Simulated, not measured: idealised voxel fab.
process module | voxel wiring stack
cross-section cut | 150 nm wide | cells 5 nm
A cross-section is a grid of square cells, given in bands from the top down. A band is one or more rows of cells.
Each band's line starts with the height of the band's top and of its bottom, in nm. Then come its materials from left to right, each with its width in nm. One material with "throughout" fills the band from edge to edge. "air" is empty space.
Height 0 is the level under which the wafer as received is all one material. The lowest band goes on downwards, as in "0 down".
A width such as "30 to 40" changes by the same amount from each row of cells to the next, from the band's top row to its bottom row.
"no change" after a step means that no cell of the cross-section changed.
closed voids: empty space of 8 cells or more with no open way to the top, each as width x height at its distance from the left edge, in nm
after a step's settings: what the simulator itself notes on the step
overlay nm, on a step with a mask: how far to the right of its planned place the mask lay; to the left if negative
plan
1 op RECEIVE | material Si
2 op CONFORMAL_DEP | material SiO2 | thk nm 10
3 op DIRECTIONAL_DEP | material TiN | thk nm 5
4 op DIRECTIONAL_DEP | material W | thk nm 20
5 op MASKED_ETCH | tone cover | mask id METAL_1 | width nm 20 | pitch nm 35 | etch materials W | depth nm 20 | overlay nm 0
6 op MASKED_ETCH | tone cover | mask id METAL_1 | width nm 20 | pitch nm 35 | etch materials TiN | depth nm 5 | overlay nm 0
7 op FILL_DEP | material lowk | thk nm 10
8 op CMP | height nm 35
9 op CONFORMAL_DEP | material SiCN | thk nm 5
10 op DIRECTIONAL_DEP | material SiO2 | thk nm 20
11 op MASKED_ETCH | tone open | mask id PLUG_1 | width nm 15 | etch materials SiO2 | depth nm 20 | overlay nm 0
12 op MASKED_ETCH | tone open | mask id PLUG_1 | width nm 15 | etch materials SiCN | depth nm 5 | overlay nm 0
13 op CONFORMAL_DEP | material TiN | thk nm 5
14 op FILL_DEP | material Ru | thk nm 5
15 op CMP | height nm 60
16 op CONFORMAL_DEP | material SiCN | thk nm 5
17 op DIRECTIONAL_DEP | material lowk | thk nm 25
18 op DIRECTIONAL_DEP | material aC | thk nm 10
19 op PATTERN | tone open | mask id METAL_2 | material resist | width nm 20 | pitch nm 35 | thk nm 25 | overlay nm 0
20 op DIRECTIONAL_ETCH | etch materials aC | depth nm 10
21 op STRIP | etch materials resist
22 op DIRECTIONAL_ETCH | etch materials lowk | depth nm 25
23 op DIRECTIONAL_ETCH | etch materials SiCN | depth nm 5
24 op STRIP | etch materials aC
25 op CONFORMAL_DEP | material TiN | thk nm 5
26 op FILL_DEP | material Ru | thk nm 5
27 op CMP | height nm 90
28 op EPI | material Ru | thk nm 5
29 op FILL_DEP | material SiCN | thk nm 5
as received, after step 1
  0 down: Si throughout
  closed voids: none
first wafer at the end, as planned
  100 to 95: SiCN throughout
  95 to 90: SiCN 40 | Ru 30 | SiCN 5 | Ru 30 | SiCN 45
  90 to 65: lowk 45 | TiN 5 | Ru 10 | TiN 5 | lowk 15 | TiN 5 | Ru 10 | TiN 5 | lowk 50
  65 to 60: SiCN 45 | TiN 20 | SiCN 15 | TiN 20 | SiCN 50
  60 to 40: SiO2 45 | TiN 5 | Ru 5 | TiN 5 | SiO2 90
  40 to 35: SiCN 45 | TiN 15 | SiCN 90
  35 to 15: lowk 45 | W 20 | lowk 15 | W 20 | lowk 50
  15 to 10: lowk 45 | TiN 20 | lowk 15 | TiN 20 | lowk 50
  10 to 0: SiO2 throughout
  0 down: Si throughout
  closed voids: none
second wafer at the end: like start, like plan, one mistake
  100 to 95: SiCN throughout
  95 to 90: SiCN 40 | Ru 30 | SiCN 5 | Ru 30 | SiCN 45
  90 to 65: lowk 45 | TiN 5 | Ru 10 | TiN 5 | lowk 15 | TiN 5 | Ru 10 | TiN 5 | lowk 50
  65 to 60: SiCN 45 | TiN 20 | SiCN 15 | TiN 20 | SiCN 50
  60 to 55: SiCN 45 | TiN 15 | SiCN 90
  55 to 35: SiO2 throughout
  35 to 15: lowk 45 | W 20 | lowk 15 | W 20 | lowk 50
  15 to 10: lowk 45 | TiN 20 | lowk 15 | TiN 20 | lowk 50
  10 to 0: SiO2 throughout
  0 down: Si throughout
  closed voids: none
what went wrong: steps 9 and 10 were swapped
at the end the second wafer has, in cells: 4 fewer of Ru | 12 more of SiO2 | 8 fewer of TiN
